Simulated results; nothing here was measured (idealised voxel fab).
This is a process module. Its name is voxel transistor to metal.
cross-section cut | 175 nm wide | cells 5 nm
Heads up, the way a cross-section reads in here is a grid of square cells, handed over as bands from the top down, with every band being one or more rows of cells.
In this notation a band is specified by the heights of its top and bottom, in that order and in nm, after which its materials appear from left to right, each paired with its width in nm. The word "full width" attached to a single material means that material fills the band from edge to edge; the word "blank" stands for empty space.
Beneath 0, the wafer as received is one material, and that level is where height counting begins. The lowest band goes on downward without a bottom; it is written like "0 down".
Width spec "30..40" -> top row of cells at first value, bottom row at second value, equal per-row change in between.
"all unchanged" -> step changed no cross-section cell.
"Enclosed cavity list" - sealed voids, min. 8 cells, no opening to top; format: width x height at distance (distance from left edge; nm throughout).
Note: text after step settings on the step line = simulator remark on that step.
For masked steps, "overlay nm" on the step line gives how far right of plan the mask actually lay; a minus sign means it lay to the left.

Process steps foreseen in the plan:
1) RECEIVE, material Si
2) OXIDIZE, depth nm 5
3) CONFORMAL_DEP, material SiN, thk nm 15
4) DIRECTIONAL_DEP, material aC, thk nm 10
5) PATTERN, tone cover, mask id ACTIVE, material resist, width nm 105, thk nm 30, overlay nm 0
6) DIRECTIONAL_ETCH, etch materials aC, depth nm 10
7) STRIP, etch materials resist
8) DIRECTIONAL_ETCH, etch materials SiN, depth nm 15
9) DIRECTIONAL_ETCH, etch materials SiO2, depth nm 5
10) DIRECTIONAL_ETCH, etch materials Si, depth nm 35
11) STRIP, etch materials aC
12) OXIDIZE, depth nm 5
13) FILL_DEP, material SiO2, thk nm 5
14) CMP, height nm 15
15) SELECTIVE_ETCH, etch materials SiO2, depth nm 5
16) STRIP, etch materials SiN
17) SELECTIVE_ETCH, etch materials SiO2, depth nm 5
18) OXIDIZE, depth nm 5
19) DIRECTIONAL_DEP, material polySi, thk nm 25
20) DIRECTIONAL_DEP, material SiCN, thk nm 10
21) PATTERN, tone cover, mask id GATE, material resist, width nm 15, thk nm 20, overlay nm 0
22) DIRECTIONAL_ETCH, etch materials SiCN, depth nm 20
23) DIRECTIONAL_ETCH, etch materials polySi, depth nm 35
24) STRIP, etch materials resist
25) CONFORMAL_DEP, material SiO2, thk nm 5
26) DIRECTIONAL_ETCH, etch materials SiO2, depth nm 5
27) CONFORMAL_DEP, material SiN, thk nm 5
28) DIRECTIONAL_ETCH, etch materials SiN, depth nm 5
29) DIRECTIONAL_ETCH, etch materials SiO2, depth nm 5
30) DIRECTIONAL_ETCH, etch materials Si, depth nm 5
31) EPI, material pSi, thk nm 5
32) FILL_DEP, material SiO2, thk nm 5
33) CMP, height nm 30
34) DIRECTIONAL_DEP, material SiO2, thk nm 15
35) DIRECTIONAL_DEP, material aC, thk nm 10
36) PATTERN, tone open, mask id CONTACT, material resist, width nm 30, pitch nm 55, thk nm 30, overlay nm 0
37) DIRECTIONAL_ETCH, etch materials aC, depth nm 10
38) STRIP, etch materials resist
39) DIRECTIONAL_ETCH, etch materials SiO2, depth nm 55
40) STRIP, etch materials aC
41) CONFORMAL_DEP, material TiN, thk nm 5
42) FILL_DEP, material W, thk nm 5
43) CMP, height nm 45
44) CONFORMAL_DEP, material SiN, thk nm 5
45) DIRECTIONAL_DEP, material SiO2, thk nm 15
46) PATTERN, tone open, mask id METAL_1, material resist, width nm 20, pitch nm 65, thk nm 20, overlay nm 0
47) DIRECTIONAL_ETCH, etch materials SiO2, depth nm 15
48) DIRECTIONAL_ETCH, etch materials SiN, depth nm 5
49) STRIP, etch materials resist
50) CONFORMAL_DEP, material TiN, thk nm 5
51) FILL_DEP, material Ru, thk nm 5
52) CMP, height nm 65
53) EPI, material Ru, thk nm 5
54) FILL_DEP, material SiCN, thk nm 5

The cross-section here shows the wafer as received, i.e. in its state after step 1:
    0 down = Si full width
    Enclosed cavity list: none

Figure: cross-sectional view of the wafer upon completion of the module, processed from the initial state and according to the plan depicted above, with one error introduced during execution:
    75 to 70 = SiCN full width
    70 to 65 = 50 of SiCN, 30 of Ru, 35 of SiCN, 30 of Ru, 30 of SiCN
    65 to 50 = 55 of SiO2, 5 of TiN, 10 of Ru, 5 of TiN, 45 of SiO2, 5 of TiN, 10 of Ru, 5 of TiN, 35 of SiO2
    50 to 45 = 55 of SiN, 20 of TiN, 45 of SiN, 20 of TiN, 35 of SiN
    45 to 35 = 45 of SiO2, 5 of TiN, 20 of W, 5 of TiN, 25 of SiO2, 5 of TiN, 20 of W, 5 of TiN, 45 of SiO2
    35 to 30 = 45 of SiO2, 5 of TiN, 15 of W, 10 of TiN, 25 of SiO2, 10 of TiN, 15 of W, 5 of TiN, 45 of SiO2
    30 to 20 = 45 of SiO2, 5 of TiN, 15 of W, 5 of TiN, 5 of SiN, 5 of SiO2, 15 of SiCN, 5 of SiO2, 5 of SiN, 5 of TiN, 15 of W, 5 of TiN, 45 of SiO2
    20 to 5 = 45 of SiO2, 5 of TiN, 15 of W, 5 of TiN, 5 of SiN, 5 of SiO2, 15 of polySi, 5 of SiO2, 5 of SiN, 5 of TiN, 15 of W, 5 of TiN, 45 of SiO2
    5 to -5 = 35 of SiO2, 5 of SiN, 5 of SiO2, 5 of TiN, 15..10 of W, 5..10 of TiN, 5 of SiN, 5 of SiO2, 15 of polySi, 5 of SiO2, 5 of SiN, 5..10 of TiN, 15..10 of W, 5 of TiN, 5 of SiO2, 5 of SiN, 35 of SiO2
    -5 to -10 = 45 of SiO2, 20 of TiN, 5 of pSi, 35 of SiO2, 5 of pSi, 20 of TiN, 45 of SiO2
    -10 to -15 = 40 of SiO2, 30 of pSi, 35 of Si, 30 of pSi, 40 of SiO2
    -15 to -45 = 40 of SiO2, 95 of Si, 40 of SiO2
    -45 down = Si full width
    Enclosed cavity list: none
Which mistake was made when the wafer was run? note that step 46 departed from the planned setting and was carried out as PATTERN, tone open, mask id METAL_1, material resist, width nm 20, pitch nm 65, thk nm 20, overlay nm 10
